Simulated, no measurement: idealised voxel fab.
Process module name: voxel tone inversion
Displayed cross-section: cut, width of 275 nm, square cells sized 5 nm.
Cross-section spec: square-cell grid; bands listed top down; each band is one or more rows. Top, bottom (nm), then materials left to right with widths (nm); lone material tagged "all across" fills the whole band edge to edge; "air" = empty space. Zero point of the height axis is 0; under it, received wafer = one material. Lowest band: continues down indefinitely, "0..down". Note: "30..40" means the width goes from the first number (top row of the band) to the second number (bottom row) in equal steps per row of cells. For the purposes of this document, the phrase "no change" attached to a step denotes that no cell within the cross-section was modified by that step. The label "Enclosed internal cavities" introduces a list of the empty spaces, 8 cells or larger, that have no open way up to the top; each entry in it reads width x height at distance, where the distance is taken from the left edge and all three are stated in nm. Anything after a step's settings on that line? It's the simulator's own note about the step. overlay nm: step with mask; distance mask lay right of planned place; negative value = left of planned place.
**plan**
1. op RECEIVE | material Si
2. op CONFORMAL_DEP | material SiN | thk nm 10
3. op DIRECTIONAL_DEP | material aC | thk nm 15
4. op PATTERN | tone cover | mask id POSTS | material resist | width nm 25 | pitch nm 45 | thk nm 20 | overlay nm 0
5. op DIRECTIONAL_ETCH | etch materials aC | depth nm 15
6. op STRIP | etch materials resist
7. op FILL_DEP | material SiO2 | thk nm 5
8. op CMP | height nm 25
9. op STRIP | etch materials aC
10. op CONFORMAL_DEP | material TiN | thk nm 5
11. op FILL_DEP | material Cu | thk nm 5
12. op CMP | height nm 25
13. op CONFORMAL_DEP | material SiN | thk nm 5
**Step 1 complete: cross-section of the wafer as received**
0..down  Si all across
Enclosed internal cavities: none
**Module complete, cross-section. Starting point and plan per above. One mistake made in running the module**
30..25  SiN all across
25..15  Cu 50 | TiN 5 | SiO2 25 | TiN 5 | Cu 10 | TiN 5 | SiO2 25 | TiN 5 | Cu 10 | TiN 5 | SiO2 25 | TiN 5 | Cu 10 | TiN 5 | SiO2 25 | TiN 5 | Cu 55
15..10  TiN 55 | SiO2 25 | TiN 20 | SiO2 25 | TiN 20 | SiO2 25 | TiN 20 | SiO2 25 | TiN 60
10..0  SiN all across
0..down  Si all across
Enclosed internal cavities: none
What broke from the plan during processing? note that step 4 departed from the planned setting and was carried out as op PATTERN | tone open | mask id POSTS | material resist | width nm 25 | pitch nm 45 | thk nm 20 | overlay nm 0
